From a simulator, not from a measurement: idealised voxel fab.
Process module under the name voxel capacitor over wiring
We display cut, a cross-section 270 nm in width whose square cells are each 5 nm.
Cross-section, as written here: a square-cell grid given band by band from the top down, where a band holds one or more rows of cells. Heights first: top, then bottom, in nm. Then materials, left to right, each with a width in nm. "everywhere" on a single material: fills the band edge to edge. "empty": empty space. Measure heights from 0. That's the level where, below it, the as-received wafer is all one material. The lowest band is bottomless and extends downward; write it as in "0 -> down". Width: "30->40" (first number = top row, second number = bottom row, same change from row to row of cells). You'll sometimes find "everything unchanged" written for a step, and that's the way of saying that nowhere in the cross-section did a cell change during that step. Reported under the label "Enclosed void listing" are the empty spaces having no open way to the top and comprising 8 cells or more; the notation for each is width x height at distance, in which the distance is measured from the left edge and all three values are in nm. after a step's settings: what the simulator itself notes on the step. The optional step-line setting "overlay nm" applies to steps with a mask and quantifies how far to the right of its planned location the mask lay, a negative value indicating leftward placement.
The planned process steps are enumerated hereunder
1,RECEIVE: material Si
2,CONFORMAL_DEP: material SiO2, thk nm 10
3,CONFORMAL_DEP: material SiN, thk nm 5
4,DIRECTIONAL_DEP: material SiO2, thk nm 15
5,PATTERN: tone open, mask id METAL_1, material resist, width nm 20, pitch nm 80, thk nm 15, overlay nm 0
6,DIRECTIONAL_ETCH: etch materials SiO2, depth nm 15
7,DIRECTIONAL_ETCH: etch materials SiN, depth nm 5
8,STRIP: etch materials resist
9,CONFORMAL_DEP: material TiN, thk nm 5
10,FILL_DEP: material Cu, thk nm 5
11,CMP: height nm 30
12,CONFORMAL_DEP: material SiCN, thk nm 5
13,DIRECTIONAL_DEP: material SiO2, thk nm 10
14,DIRECTIONAL_DEP: material aC, thk nm 10
15,PATTERN: tone open, mask id PLUG_1, material resist, width nm 15, thk nm 30, overlay nm 0
16,DIRECTIONAL_ETCH: etch materials aC, depth nm 10
17,STRIP: etch materials resist
18,DIRECTIONAL_ETCH: etch materials SiO2, depth nm 10
19,DIRECTIONAL_ETCH: etch materials SiCN, depth nm 5
20,STRIP: etch materials aC
21,EPI: material Ru, thk nm 10
22,EPI: material Ru, thk nm 5
23,DIRECTIONAL_DEP: material TiN, thk nm 5
24,DIRECTIONAL_DEP: material SiN, thk nm 5
25,DIRECTIONAL_DEP: material TiN, thk nm 10
26,MASKED_ETCH: tone cover, mask id UPPER_PLATE, width nm 65, etch materials TiN, depth nm 10, overlay nm 0
27,MASKED_ETCH: tone cover, mask id UPPER_PLATE, width nm 65, etch materials SiN, depth nm 5, overlay nm 0
28,MASKED_ETCH: tone cover, mask id LOWER_PLATE, width nm 75, etch materials TiN, depth nm 5, overlay nm 0
29,FILL_DEP: material SiO2, thk nm 20
30,CMP: height nm 80
31,PATTERN: tone open, mask id PLUG_2, material resist, width nm 15, thk nm 20, overlay nm 0
32,DIRECTIONAL_ETCH: etch materials SiO2, depth nm 15
33,STRIP: etch materials resist
34,CONFORMAL_DEP: material TiN, thk nm 5
35,FILL_DEP: material W, thk nm 10
36,CMP: height nm 80
37,CONFORMAL_DEP: material SiCN, thk nm 5
As-received wafer cross-section (after step 1)
* 0 -> down | Si everywhere
* Enclosed void listing: none
Cross-sectional image of the first of two wafers at the end of the module, the run having proceeded as planned
* 85 -> 80 | SiCN everywhere
* 80 -> 70 | SiO2 100, TiN 5, W 5, TiN 5, SiO2 155
* 70 -> 65 | SiO2 100, TiN 15, SiO2 155
* 65 -> 55 | SiO2 90, TiN 65, SiO2 115
* 55 -> 50 | SiO2 90, SiN 65, SiO2 115
* 50 -> 45 | SiO2 85, TiN 75, SiO2 110
* 45 -> 35 | SiO2 90, Ru 15, SiO2 165
* 35 -> 30 | SiCN 90, Ru 15, SiCN 165
* 30 -> 15 | SiO2 85, TiN 5, Cu 10, TiN 5, SiO2 60, TiN 5, Cu 10, TiN 5, SiO2 85
* 15 -> 10 | SiN 85, TiN 20, SiN 60, TiN 20, SiN 85
* 10 -> 0 | SiO2 everywhere
* 0 -> down | Si everywhere
* Enclosed void listing: none
So this is wafer number two of the two, cut at the end of the module - it started where the first did and had the same plan, we just got one thing wrong running it
* 85 -> 80 | SiCN everywhere
* 80 -> 70 | SiO2 100, TiN 5, W 5, TiN 5, SiO2 155
* 70 -> 65 | SiO2 100, TiN 15, SiO2 155
* 65 -> 55 | SiO2 90, TiN 65, SiO2 115
* 55 -> 50 | SiO2 90, SiN 65, SiO2 115
* 50 -> 45 | SiO2 85, TiN 75, SiO2 110
* 45 -> 35 | SiO2 90, Ru 20, SiO2 160
* 35 -> 30 | SiCN 90, Ru 20, SiCN 160
* 30 -> 15 | SiO2 85, TiN 5, Cu 10, TiN 5, SiO2 60, TiN 5, Cu 10, TiN 5, SiO2 85
* 15 -> 10 | SiN 85, TiN 20, SiN 60, TiN 20, SiN 85
* 10 -> 0 | SiO2 everywhere
* 0 -> down | Si everywhere
* Enclosed void listing: none
Want to know what went wrong? step 15 ran differently from the plan; actual operation with settings: PATTERN: tone open, mask id PLUG_1, material resist, width nm 20, thk nm 30, overlay nm 0
Heads up, by the end the second wafer has more or fewer cells of some materials compared to the first: Ru +3, SiCN -1, SiO2 -2
